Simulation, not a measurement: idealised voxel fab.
The following process module bears the name voxel self aligned vias.
Pictured: cross-section cut, 215 nm wide, on a grid of 5 nm square cells.
Think of the cross-section as a grid of square cells. We describe it in bands, top to bottom, and each band covers one or more rows of those cells.
Within each band entry, the heights of the top and of the bottom of the band appear first, in that order and in nm; the materials of the band then follow from left to right, each with its corresponding width in nm. The designation "all across" on a single material indicates that it fills the band from edge to edge; the designation "empty" indicates empty space.
Where do heights start? At 0: under that level the wafer as delivered is made of one material only. And the lowest band has no floor; it just carries on downward, as in "0 down".
When a width is written as two numbers, as in "30 to 40", the first number is the width in the top row of cells of the band and the second is the width in its bottom row, and the width changes by the same amount from each row to the next.
Where the words "identical to before" appear for a step, the cross-section shows no cell changed by that step; every cell remained as before.
Any empty space of 8 cells or more lacking an open way to the top shows up in "Sealed voids" as width x height at distance, distance from the left edge, in nm.
On each step's line, the part that comes after the settings is the simulator's own comment on the step.
What "overlay nm" on a step's line means: if the step has a mask, that mask lay this far to the right of its planned place, or, when the value is negative, to the left.
### Planned step list for the process
1. RECEIVE [material Si]
2. CONFORMAL_DEP [material SiO2] [thk nm 10]
3. CONFORMAL_DEP [material SiCN] [thk nm 5]
4. DIRECTIONAL_DEP [material lowk] [thk nm 25]
5. PATTERN [tone open] [mask id LINES] [material resist] [width nm 25] [pitch nm 55] [thk nm 20] [overlay nm 0]
6. DIRECTIONAL_ETCH [etch materials lowk] [depth nm 25]
7. STRIP [etch materials resist]
8. CONFORMAL_DEP [material TiN] [thk nm 5]
9. FILL_DEP [material W] [thk nm 10]
10. CMP [height nm 40]
11. SELECTIVE_ETCH [etch materials W Ru TiN] [depth nm 5]
12. FILL_DEP [material SiN] [thk nm 5]
13. CMP [height nm 40]
14. DIRECTIONAL_DEP [material lowk] [thk nm 20]
15. MASKED_ETCH [tone open] [mask id VIAS] [width nm 35] [pitch nm 110] [etch materials lowk] [depth nm 20] [overlay nm 0]
16. MASKED_ETCH [tone open] [mask id VIAS] [width nm 35] [pitch nm 110] [etch materials SiN] [depth nm 5] [overlay nm 0]
17. CONFORMAL_DEP [material TiN] [thk nm 5]
18. FILL_DEP [material W] [thk nm 10]
19. CMP [height nm 60]
20. CONFORMAL_DEP [material SiN] [thk nm 5]
### Incoming wafer, cross-sectional view, post step 1
- 0 down  Si all across
- Sealed voids: none
### The first of two wafers, cross-sectioned at the end of the module, with the run proceeding as planned
- 65 to 60  SiN all across
- 60 to 45  lowk 35 nm / TiN 5 nm / W 25 nm / TiN 5 nm / lowk 75 nm / TiN 5 nm / W 25 nm / TiN 5 nm / lowk 35 nm
- 45 to 40  lowk 35 nm / TiN 10 nm / W 15 nm / TiN 10 nm / lowk 75 nm / TiN 10 nm / W 15 nm / TiN 10 nm / lowk 35 nm
- 40 to 35  lowk 40 nm / TiN 25 nm / lowk 30 nm / SiN 25 nm / lowk 30 nm / TiN 25 nm / lowk 40 nm
- 35 to 20  lowk 40 nm / TiN 5 nm / W 15 nm / TiN 5 nm / lowk 30 nm / TiN 5 nm / W 15 nm / TiN 5 nm / lowk 30 nm / TiN 5 nm / W 15 nm / TiN 5 nm / lowk 40 nm
- 20 to 15  lowk 40 nm / TiN 25 nm / lowk 30 nm / TiN 25 nm / lowk 30 nm / TiN 25 nm / lowk 40 nm
- 15 to 10  SiCN all across
- 10 to 0  SiO2 all across
- 0 down  Si all across
- Sealed voids: none
### Second wafer cross-section at end of module - shared start and plan with the first, one mistake in the run
- 65 to 60  SiN all across
- 60 to 45  lowk 35 nm / TiN 5 nm / W 25 nm / TiN 5 nm / lowk 75 nm / TiN 5 nm / W 25 nm / TiN 5 nm / lowk 35 nm
- 45 to 40  lowk 35 nm / TiN 15 nm / W 5 nm / TiN 15 nm / lowk 75 nm / TiN 15 nm / W 5 nm / TiN 15 nm / lowk 35 nm
- 40 to 35  lowk 45 nm / TiN 15 nm / lowk 40 nm / SiN 15 nm / lowk 40 nm / TiN 15 nm / lowk 45 nm
- 35 to 20  lowk 45 nm / TiN 5 nm / W 5 nm / TiN 5 nm / lowk 40 nm / TiN 5 nm / W 5 nm / TiN 5 nm / lowk 40 nm / TiN 5 nm / W 5 nm / TiN 5 nm / lowk 45 nm
- 20 to 15  lowk 45 nm / TiN 15 nm / lowk 40 nm / TiN 15 nm / lowk 40 nm / TiN 15 nm / lowk 45 nm
- 15 to 10  SiCN all across
- 10 to 0  SiO2 all across
- 0 down  Si all across
- Sealed voids: none
Where did the run depart from the plan? planned and actual differ for step 5; actual: PATTERN [tone open] [mask id LINES] [material resist] [width nm 15] [pitch nm 55] [thk nm 20] [overlay nm 0]
Final difference in cells, second wafer against first, listed per material as more or fewer: -2 SiN | -6 TiN | -22 W | +30 lowk
